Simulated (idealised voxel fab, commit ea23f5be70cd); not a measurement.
process module | voxel self aligned contacts
It is cross-section cut that appears here, measuring 205 nm in width, its square cells being 5 nm in size.
Square cells in a grid make up a cross-section in this document, and the grid is given as bands, listed from the top down, each one or more rows of cells. Quick guide to a band line: top height, bottom height (nm) up front; then every material left to right with its width in nm. Only one material and it's marked "everywhere"? Then it fills the band edge to edge. And "empty" just means empty space. Heights are measured from 0, the level below which the as-received wafer is all one material; the lowest band has no bottom and continues downward, written as in "0 nm and below". You'd read "30..40" like this: the band's top row of cells is as wide as the first number, its bottom row is as wide as the second, and going down, every row changes width by the same amount as the row before did. A step reported as "nothing got changed" is a step in which no cell of the cross-section changed. "Non-vented voids" contains a list of empty spaces, each no smaller than 8 cells and without an open way to the top, written in the form width x height at distance with the distance from the left edge and all three in nm. The remark found on a step's line after its settings is issued by the simulator itself and pertains to that step. What "overlay nm" on a step's line means: if the step has a mask, that mask lay this far to the right of its planned place, or, when the value is negative, to the left.
Steps planned for the process:
1. RECEIVE, material Si
2. CONFORMAL_DEP, material SiO2, thk nm 5
3. DIRECTIONAL_DEP, material polySi, thk nm 25
4. DIRECTIONAL_DEP, material SiN, thk nm 20
5. MASKED_ETCH, tone cover, mask id GATE, width nm 25, pitch nm 60, etch materials SiN, depth nm 20, overlay nm 0
6. MASKED_ETCH, tone cover, mask id GATE, width nm 25, pitch nm 60, etch materials polySi, depth nm 25, overlay nm 0
7. CONFORMAL_DEP, material SiN, thk nm 10
8. DIRECTIONAL_ETCH, etch materials SiN, depth nm 10
9. FILL_DEP, material SiO2, thk nm 10
10. CMP, height nm 55
11. DIRECTIONAL_DEP, material aC, thk nm 10
12. PATTERN, tone open, mask id CONTACT, material resist, width nm 45, pitch nm 60, thk nm 30, overlay nm 0
13. DIRECTIONAL_ETCH, etch materials aC, depth nm 10
14. STRIP, etch materials resist
15. DIRECTIONAL_ETCH, etch materials SiO2, depth nm 55
16. STRIP, etch materials aC
17. CONFORMAL_DEP, material TiN, thk nm 5
18. FILL_DEP, material Ru, thk nm 5
19. CMP, height nm 55
20. CONFORMAL_DEP, material SiN, thk nm 5
as received, after step 1:
* 0 nm and below | Si everywhere
* Non-vented voids: none
First wafer of two, sectioned at end of module; run went per plan:
* 60 nm to 55 nm | SiN everywhere
* 55 nm to 50 nm | 50 nm SiO2, then 20 nm TiN, then 5 nm Ru, then 20 nm TiN, then 15 nm SiO2, then 20 nm TiN, then 5 nm Ru, then 20 nm TiN, then 50 nm SiO2
* 50 nm to 30 nm | 20 nm SiO2, then 45 nm SiN, then 5 nm TiN, then 5 nm Ru, then 5 nm TiN, then 45 nm SiN, then 5 nm TiN, then 5 nm Ru, then 5 nm TiN, then 45 nm SiN, then 20 nm SiO2
* 30 nm to 5 nm | 20 nm SiO2, then 10 nm SiN, then 25 nm polySi, then 10 nm SiN, then 5 nm TiN, then 5 nm Ru, then 5 nm TiN, then 10 nm SiN, then 25 nm polySi, then 10 nm SiN, then 5 nm TiN, then 5 nm Ru, then 5 nm TiN, then 10 nm SiN, then 25 nm polySi, then 10 nm SiN, then 20 nm SiO2
* 5 nm to 0 nm | 65 nm SiO2, then 15 nm TiN, then 45 nm SiO2, then 15 nm TiN, then 65 nm SiO2
* 0 nm and below | Si everywhere
* Non-vented voids: none
Wafer two, sectioned after the module: the first wafer's start, the first wafer's plan, and one mistake in how it was run:
* 60 nm to 55 nm | SiN everywhere
* 55 nm to 45 nm | 50 nm SiO2, then 5..20 nm TiN, then 35..5 nm Ru, then 5..20 nm TiN, then 15 nm SiO2, then 5..20 nm TiN, then 35..5 nm Ru, then 5..20 nm TiN, then 50 nm SiO2
* 45 nm to 25 nm | 20 nm SiO2, then 45 nm SiN, then 5 nm TiN, then 5 nm Ru, then 5 nm TiN, then 45 nm SiN, then 5 nm TiN, then 5 nm Ru, then 5 nm TiN, then 45 nm SiN, then 20 nm SiO2
* 25 nm to 5 nm | 20 nm SiO2, then 10 nm SiN, then 25 nm polySi, then 10 nm SiN, then 5 nm TiN, then 5 nm Ru, then 5 nm TiN, then 10 nm SiN, then 25 nm polySi, then 10 nm SiN, then 5 nm TiN, then 5 nm Ru, then 5 nm TiN, then 10 nm SiN, then 25 nm polySi, then 10 nm SiN, then 20 nm SiO2
* 5 nm to 0 nm | 20 nm SiO2, then 10 nm SiN, then 25 nm polySi, then 10 nm SiN, then 15 nm TiN, then 10 nm SiN, then 25 nm polySi, then 10 nm SiN, then 15 nm TiN, then 10 nm SiN, then 25 nm polySi, then 10 nm SiN, then 20 nm SiO2
* 0 nm and below | Si everywhere
* Non-vented voids: none
What broke from the plan during processing? with respect to the plan, step 2 was omitted and not executed
Once processing is complete, comparing cell counts shows that the second wafer has more or fewer of certain materials than the first: Ru +12; SiO2 -12
